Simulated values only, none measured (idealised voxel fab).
Herein follows the process module entitled voxel capacitor over wiring.
265 nm wide, 5 nm square cells: that's cross-section cut.
We lay out every cross-section as a grid of square cells and spell it out in bands from the top down, where one band means one or more rows of cells. What a band's entry tells you: where the top is and where the bottom is, as heights in nm, and after that what lies inside, material by material from left to right, each with its width in nm. Empty space is written as the word "empty", and a single material marked with the word "edge to edge" occupies the band from edge to edge. Heights are expressed relative to 0, this being the level below which the as-received wafer comprises one material exclusively. The lowest band is unbounded in the downward direction and is denoted as in "0..down". The width entry "30 to 40" should be interpreted row by row: the top row of cells in the band takes the first number, the bottom row takes the second number, and the change between adjacent rows is uniform throughout. For the purposes of this document, the phrase "no change" attached to a step denotes that no cell within the cross-section was modified by that step. Heads up: "Closed internal cavities" only lists the empty pockets with no open path to the top that are 8 cells or more, and it writes them as width x height at distance, distance from the left edge, in nm. That trailing text on a step's line, after the settings, is the simulator's own remark on the step. overlay nm: on a step with a mask, how far right of its planned place the mask lay; negative means left.
Planned step list for the process:
| 1 | RECEIVE [material Si] |
| 2 | CONFORMAL_DEP [material SiO2] [thk nm 10] |
| 3 | DIRECTIONAL_DEP [material TiN] [thk nm 5] |
| 4 | DIRECTIONAL_DEP [material Ru] [thk nm 15] |
| 5 | MASKED_ETCH [tone cover] [mask id METAL_1] [width nm 20] [pitch nm 70] [etch materials Ru] [depth nm 15] [overlay nm 0] |
| 6 | MASKED_ETCH [tone cover] [mask id METAL_1] [width nm 20] [pitch nm 70] [etch materials TiN] [depth nm 5] [overlay nm 0] |
| 7 | CONFORMAL_DEP [material SiCN] [thk nm 5] |
| 8 | FILL_DEP [material lowk] [thk nm 10] |
| 9 | CMP [height nm 30] |
| 10 | CONFORMAL_DEP [material SiCN] [thk nm 5] |
| 11 | DIRECTIONAL_DEP [material lowk] [thk nm 20] |
| 12 | PATTERN [tone open] [mask id PLUG_1] [material resist] [width nm 15] [thk nm 15] [overlay nm 0] |
| 13 | DIRECTIONAL_ETCH [etch materials lowk] [depth nm 20] |
| 14 | DIRECTIONAL_ETCH [etch materials SiCN] [depth nm 5] |
| 15 | STRIP [etch materials resist] |
| 16 | CONFORMAL_DEP [material TiN] [thk nm 5] |
| 17 | FILL_DEP [material Cu] [thk nm 10] |
| 18 | CMP [height nm 55] |
| 19 | DIRECTIONAL_DEP [material TiN] [thk nm 5] |
| 20 | DIRECTIONAL_DEP [material HfO2] [thk nm 5] |
| 21 | DIRECTIONAL_DEP [material TiN] [thk nm 5] |
| 22 | PATTERN [tone cover] [mask id UPPER_PLATE] [material resist] [width nm 55] [thk nm 20] [overlay nm 0] |
| 23 | DIRECTIONAL_ETCH [etch materials TiN] [depth nm 5] |
| 24 | DIRECTIONAL_ETCH [etch materials HfO2] [depth nm 5] |
| 25 | STRIP [etch materials resist] |
| 26 | MASKED_ETCH [tone cover] [mask id LOWER_PLATE] [width nm 65] [etch materials TiN] [depth nm 5] [overlay nm 0] |
| 27 | FILL_DEP [material SiO2] [thk nm 15] |
| 28 | CMP [height nm 80] |
| 29 | PATTERN [tone open] [mask id PLUG_2] [material resist] [width nm 15] [thk nm 20] [overlay nm 0] |
| 30 | DIRECTIONAL_ETCH [etch materials SiO2] [depth nm 10] |
| 31 | STRIP [etch materials resist] |
| 32 | CONFORMAL_DEP [material TiN] [thk nm 5] |
| 33 | FILL_DEP [material Cu] [thk nm 10] |
| 34 | CMP [height nm 80] |
| 35 | CONFORMAL_DEP [material SiN] [thk nm 5] |
The following pertains to the first of two wafers, which was processed as planned:
Wafer at receipt (post step 1), cross-section:
  0..down | Si edge to edge
  Closed internal cavities: none
Step 2 done - wafer cross-section:
  10..0 | SiO2 edge to edge
  For the remainder of the cross-section, below 0, there is no change.
Step 3 done - wafer cross-section:
  15..10 | TiN edge to edge
  For the remainder of the cross-section, below 10, there is no change.
Step 4 done - wafer cross-section:
  30..15 | Ru edge to edge
  For the remainder of the cross-section, below 15, there is no change.
Step 5 done - wafer cross-section:
  30..15 | 85 of empty / 20 of Ru / 50 of empty / 20 of Ru / 90 of empty
  For the remainder of the cross-section, below 15, there is no change.
Step 6 done - wafer cross-section:
  30..15 | 85 of empty / 20 of Ru / 50 of empty / 20 of Ru / 90 of empty
  15..10 | 85 of empty / 20 of TiN / 50 of empty / 20 of TiN / 90 of empty
  For the remainder of the cross-section, below 10, there is no change.
Step 7 done - wafer cross-section:
  35..30 | 80 of empty / 30 of SiCN / 40 of empty / 30 of SiCN / 85 of empty
  30..15 | 80 of empty / 5 of SiCN / 20 of Ru / 5 of SiCN / 40 of empty / 5 of SiCN / 20 of Ru / 5 of SiCN / 85 of empty
  15..10 | 85 of SiCN / 20 of TiN / 50 of SiCN / 20 of TiN / 90 of SiCN
  For the remainder of the cross-section, below 10, there is no change.
Step 8 done - wafer cross-section:
  45..35 | lowk edge to edge
  35..30 | 80 of lowk / 30 of SiCN / 40 of lowk / 30 of SiCN / 85 of lowk
  30..15 | 80 of lowk / 5 of SiCN / 20 of Ru / 5 of SiCN / 40 of lowk / 5 of SiCN / 20 of Ru / 5 of SiCN / 85 of lowk
  For the remainder of the cross-section, below 15, there is no change.
Step 9 done - wafer cross-section:
  30..15 | 80 of lowk / 5 of SiCN / 20 of Ru / 5 of SiCN / 40 of lowk / 5 of SiCN / 20 of Ru / 5 of SiCN / 85 of lowk
  For the remainder of the cross-section, below 15, there is no change.
Step 10 done - wafer cross-section:
  35..30 | SiCN edge to edge
  For the remainder of the cross-section, below 30, there is no change.
Step 11 done - wafer cross-section:
  55..35 | lowk edge to edge
  For the remainder of the cross-section, below 35, there is no change.
Step 12 done - wafer cross-section:
  70..55 | 90 of resist / 15 of empty / 160 of resist
  For the remainder of the cross-section, below 55, there is no change.
Step 13 done - wafer cross-section:
  70..55 | 90 of resist / 15 of empty / 160 of resist
  55..35 | 90 of lowk / 15 of empty / 160 of lowk
  For the remainder of the cross-section, below 35, there is no change.
Step 14 done - wafer cross-section:
  70..55 | 90 of resist / 15 of empty / 160 of resist
  55..35 | 90 of lowk / 15 of empty / 160 of lowk
  35..30 | 90 of SiCN / 15 of empty / 160 of SiCN
  For the remainder of the cross-section, below 30, there is no change.
Step 15 done - wafer cross-section:
  55..35 | 90 of lowk / 15 of empty / 160 of lowk
  For the remainder of the cross-section, below 35, there is no change.
Step 16 done - wafer cross-section:
  60..55 | 95 of TiN / 5 of empty / 165 of TiN
  55..35 | 90 of lowk / 5 of TiN / 5 of empty / 5 of TiN / 160 of lowk
  35..30 | 90 of SiCN / 15 of TiN / 160 of SiCN
  For the remainder of the cross-section, below 30, there is no change.
Step 17 done - wafer cross-section:
  70..60 | Cu edge to edge
  60..55 | 95 of TiN / 5 of Cu / 165 of TiN
  55..35 | 90 of lowk / 5 of TiN / 5 of Cu / 5 of TiN / 160 of lowk
  For the remainder of the cross-section, below 35, there is no change.
Step 18 done - wafer cross-section:
  55..35 | 90 of lowk / 5 of TiN / 5 of Cu / 5 of TiN / 160 of lowk
  For the remainder of the cross-section, below 35, there is no change.
Step 19 done - wafer cross-section:
  60..55 | TiN edge to edge
  For the remainder of the cross-section, below 55, there is no change.
Step 20 done - wafer cross-section:
  65..60 | HfO2 edge to edge
  For the remainder of the cross-section, below 60, there is no change.
Step 21 done - wafer cross-section:
  70..65 | TiN edge to edge
  For the remainder of the cross-section, below 65, there is no change.
Step 22 done - wafer cross-section:
  90..70 | 90 of empty / 55 of resist / 120 of empty
  For the remainder of the cross-section, below 70, there is no change.
Step 23 done - wafer cross-section:
  90..70 | 90 of empty / 55 of resist / 120 of empty
  70..65 | 90 of empty / 55 of TiN / 120 of empty
  For the remainder of the cross-section, below 65, there is no change.
Step 24 done - wafer cross-section:
  90..70 | 90 of empty / 55 of resist / 120 of empty
  70..65 | 90 of empty / 55 of TiN / 120 of empty
  65..60 | 90 of empty / 55 of HfO2 / 120 of empty
  For the remainder of the cross-section, below 60, there is no change.
Step 25 done - wafer cross-section:
  70..65 | 90 of empty / 55 of TiN / 120 of empty
  For the remainder of the cross-section, below 65, there is no change.
Step 26 done - wafer cross-section:
  70..65 | 90 of empty / 55 of TiN / 120 of empty
  65..60 | 90 of empty / 55 of HfO2 / 120 of empty
  60..55 | 85 of empty / 65 of TiN / 115 of empty
  For the remainder of the cross-section, below 55, there is no change.
Step 27 done - wafer cross-section:
  85..70 | SiO2 edge to edge
  70..65 | 90 of SiO2 / 55 of TiN / 120 of SiO2
  65..60 | 90 of SiO2 / 55 of HfO2 / 120 of SiO2
  60..55 | 85 of SiO2 / 65 of TiN / 115 of SiO2
  For the remainder of the cross-section, below 55, there is no change.
Step 28 done - wafer cross-section:
  80..70 | SiO2 edge to edge
  For the remainder of the cross-section, below 70, there is no change.
Step 29 done - wafer cross-section:
  100..80 | 100 of resist / 15 of empty / 150 of resist
  For the remainder of the cross-section, below 80, there is no change.
Step 30 done - wafer cross-section:
  100..80 | 100 of resist / 15 of empty / 150 of resist
  80..70 | 100 of SiO2 / 15 of empty / 150 of SiO2
  For the remainder of the cross-section, below 70, there is no change.
Step 31 done - wafer cross-section:
  80..70 | 100 of SiO2 / 15 of empty / 150 of SiO2
  For the remainder of the cross-section, below 70, there is no change.
Step 32 done - wafer cross-section:
  85..80 | 105 of TiN / 5 of empty / 155 of TiN
  80..75 | 100 of SiO2 / 5 of TiN / 5 of empty / 5 of TiN / 150 of SiO2
  75..65 | 100 to 90 of SiO2 / 15 to 55 of TiN / 150 to 120 of SiO2
  For the remainder of the cross-section, below 65, there is no change.
Step 33 done - wafer cross-section:
  95..85 | Cu edge to edge
  85..80 | 105 of TiN / 5 of Cu / 155 of TiN
  80..75 | 100 of SiO2 / 5 of TiN / 5 of Cu / 5 of TiN / 150 of SiO2
  For the remainder of the cross-section, below 75, there is no change.
Step 34 done - wafer cross-section:
  80..75 | 100 of SiO2 / 5 of TiN / 5 of Cu / 5 of TiN / 150 of SiO2
  For the remainder of the cross-section, below 75, there is no change.
Step 35 done - wafer cross-section:
  85..80 | SiN edge to edge
  For the remainder of the cross-section, below 80, there is no change.
The second wafer began exactly as the first did and followed the same plan, but one mistake was made while running it; through step 4 inclusive, the two wafers are identical:
Cross-section: second wafer, time at which step 5 was scheduled to end:
  30..15 | 90 of empty / 15 of Ru / 55 of empty / 15 of Ru / 90 of empty
  For the remainder of the cross-section, below 15, there is no change.
Cross-section: second wafer, time at which step 6 was scheduled to end:
  30..15 | 90 of empty / 15 of Ru / 55 of empty / 15 of Ru / 90 of empty
  15..10 | 85 of empty / 20 of TiN / 50 of empty / 20 of TiN / 90 of empty
  For the remainder of the cross-section, below 10, there is no change.
Cross-section: second wafer, time at which step 7 was scheduled to end:
  35..30 | 85 of empty / 25 of SiCN / 45 of empty / 25 of SiCN / 85 of empty
  30..20 | 85 of empty / 5 of SiCN / 15 of Ru / 5 of SiCN / 45 of empty / 5 of SiCN / 15 of Ru / 5 of SiCN / 85 of empty
  20..15 | 80 of empty / 10 of SiCN / 15 of Ru / 5 of SiCN / 40 of empty / 10 of SiCN / 15 of Ru / 5 of SiCN / 85 of empty
  15..10 | 85 of SiCN / 20 of TiN / 50 of SiCN / 20 of TiN / 90 of SiCN
  For the remainder of the cross-section, below 10, there is no change.
Cross-section: second wafer, time at which step 8 was scheduled to end:
  45..35 | lowk edge to edge
  35..30 | 85 of lowk / 25 of SiCN / 45 of lowk / 25 of SiCN / 85 of lowk
  30..20 | 85 of lowk / 5 of SiCN / 15 of Ru / 5 of SiCN / 45 of lowk / 5 of SiCN / 15 of Ru / 5 of SiCN / 85 of lowk
  20..15 | 80 of lowk / 10 of SiCN / 15 of Ru / 5 of SiCN / 40 of lowk / 10 of SiCN / 15 of Ru / 5 of SiCN / 85 of lowk
  For the remainder of the cross-section, below 15, there is no change.
Cross-section: second wafer, time at which step 9 was scheduled to end:
  30..20 | 85 of lowk / 5 of SiCN / 15 of Ru / 5 of SiCN / 45 of lowk / 5 of SiCN / 15 of Ru / 5 of SiCN / 85 of lowk
  For the remainder of the cross-section, below 20, there is no change.
Cross-section: second wafer, time at which step 10 was scheduled to end:
  35..30 | SiCN edge to edge
  For the remainder of the cross-section, below 30, there is no change.
Cross-section: second wafer, time at which step 11 was scheduled to end:
  55..35 | lowk edge to edge
  For the remainder of the cross-section, below 35, there is no change.
Cross-section: second wafer, time at which step 12 was scheduled to end:
  70..55 | 90 of resist / 15 of empty / 160 of resist
  For the remainder of the cross-section, below 55, there is no change.
Cross-section: second wafer, time at which step 13 was scheduled to end:
  70..55 | 90 of resist / 15 of empty / 160 of resist
  55..35 | 90 of lowk / 15 of empty / 160 of lowk
  For the remainder of the cross-section, below 35, there is no change.
Cross-section: second wafer, time at which step 14 was scheduled to end:
  70..55 | 90 of resist / 15 of empty / 160 of resist
  55..35 | 90 of lowk / 15 of empty / 160 of lowk
  35..30 | 90 of SiCN / 15 of empty / 160 of SiCN
  For the remainder of the cross-section, below 30, there is no change.
Cross-section: second wafer, time at which step 15 was scheduled to end:
  55..35 | 90 of lowk / 15 of empty / 160 of lowk
  For the remainder of the cross-section, below 35, there is no change.
Cross-section: second wafer, time at which step 16 was scheduled to end:
  60..55 | 95 of TiN / 5 of empty / 165 of TiN
  55..35 | 90 of lowk / 5 of TiN / 5 of empty / 5 of TiN / 160 of lowk
  35..30 | 90 of SiCN / 15 of TiN / 160 of SiCN
  For the remainder of the cross-section, below 30, there is no change.
Cross-section: second wafer, time at which step 17 was scheduled to end:
  70..60 | Cu edge to edge
  60..55 | 95 of TiN / 5 of Cu / 165 of TiN
  55..35 | 90 of lowk / 5 of TiN / 5 of Cu / 5 of TiN / 160 of lowk
  For the remainder of the cross-section, below 35, there is no change.
Cross-section: second wafer, time at which step 18 was scheduled to end:
  55..35 | 90 of lowk / 5 of TiN / 5 of Cu / 5 of TiN / 160 of lowk
  For the remainder of the cross-section, below 35, there is no change.
Cross-section: second wafer, time at which step 19 was scheduled to end:
  60..55 | TiN edge to edge
  For the remainder of the cross-section, below 55, there is no change.
Cross-section: second wafer, time at which step 20 was scheduled to end:
  65..60 | HfO2 edge to edge
  For the remainder of the cross-section, below 60, there is no change.
Cross-section: second wafer, time at which step 21 was scheduled to end:
  70..65 | TiN edge to edge
  For the remainder of the cross-section, below 65, there is no change.
Cross-section: second wafer, time at which step 22 was scheduled to end:
  90..70 | 90 of empty / 55 of resist / 120 of empty
  For the remainder of the cross-section, below 70, there is no change.
Cross-section: second wafer, time at which step 23 was scheduled to end:
  90..70 | 90 of empty / 55 of resist / 120 of empty
  70..65 | 90 of empty / 55 of TiN / 120 of empty
  For the remainder of the cross-section, below 65, there is no change.
Cross-section: second wafer, time at which step 24 was scheduled to end:
  90..70 | 90 of empty / 55 of resist / 120 of empty
  70..65 | 90 of empty / 55 of TiN / 120 of empty
  65..60 | 90 of empty / 55 of HfO2 / 120 of empty
  For the remainder of the cross-section, below 60, there is no change.
Cross-section: second wafer, time at which step 25 was scheduled to end:
  70..65 | 90 of empty / 55 of TiN / 120 of empty
  For the remainder of the cross-section, below 65, there is no change.
Cross-section: second wafer, time at which step 26 was scheduled to end:
  70..65 | 90 of empty / 55 of TiN / 120 of empty
  65..60 | 90 of empty / 55 of HfO2 / 120 of empty
  60..55 | 85 of empty / 65 of TiN / 115 of empty
  For the remainder of the cross-section, below 55, there is no change.
Cross-section: second wafer, time at which step 27 was scheduled to end:
  85..70 | SiO2 edge to edge
  70..65 | 90 of SiO2 / 55 of TiN / 120 of SiO2
  65..60 | 90 of SiO2 / 55 of HfO2 / 120 of SiO2
  60..55 | 85 of SiO2 / 65 of TiN / 115 of SiO2
  For the remainder of the cross-section, below 55, there is no change.
Cross-section: second wafer, time at which step 28 was scheduled to end:
  80..70 | SiO2 edge to edge
  For the remainder of the cross-section, below 70, there is no change.
Cross-section: second wafer, time at which step 29 was scheduled to end:
  100..80 | 100 of resist / 15 of empty / 150 of resist
  For the remainder of the cross-section, below 80, there is no change.
Cross-section: second wafer, time at which step 30 was scheduled to end:
  100..80 | 100 of resist / 15 of empty / 150 of resist
  80..70 | 100 of SiO2 / 15 of empty / 150 of SiO2
  For the remainder of the cross-section, below 70, there is no change.
Cross-section: second wafer, time at which step 31 was scheduled to end:
  80..70 | 100 of SiO2 / 15 of empty / 150 of SiO2
  For the remainder of the cross-section, below 70, there is no change.
Cross-section: second wafer, time at which step 32 was scheduled to end:
  85..80 | 105 of TiN / 5 of empty / 155 of TiN
  80..75 | 100 of SiO2 / 5 of TiN / 5 of empty / 5 of TiN / 150 of SiO2
  75..65 | 100 to 90 of SiO2 / 15 to 55 of TiN / 150 to 120 of SiO2
  For the remainder of the cross-section, below 65, there is no change.
Cross-section: second wafer, time at which step 33 was scheduled to end:
  95..85 | Cu edge to edge
  85..80 | 105 of TiN / 5 of Cu / 155 of TiN
  80..75 | 100 of SiO2 / 5 of TiN / 5 of Cu / 5 of TiN / 150 of SiO2
  For the remainder of the cross-section, below 75, there is no change.
Cross-section: second wafer, time at which step 34 was scheduled to end:
  80..75 | 100 of SiO2 / 5 of TiN / 5 of Cu / 5 of TiN / 150 of SiO2
  For the remainder of the cross-section, below 75, there is no change.
Cross-section: second wafer, time at which step 35 was scheduled to end:
  85..80 | SiN edge to edge
  For the remainder of the cross-section, below 80, there is no change.
It is concluded that the wafer was processed incorrectly with respect to the plan, in that step 5 was not run as planned; what actually ran was MASKED_ETCH [tone cover] [mask id METAL_1] [width nm 15] [pitch nm 70] [etch materials Ru] [depth nm 15] [overlay nm 0]
Upon completion, the second wafer contains, in terms of cells, a greater or smaller amount of certain materials than the first wafer: -6 Ru | +2 SiCN | +4 lowk
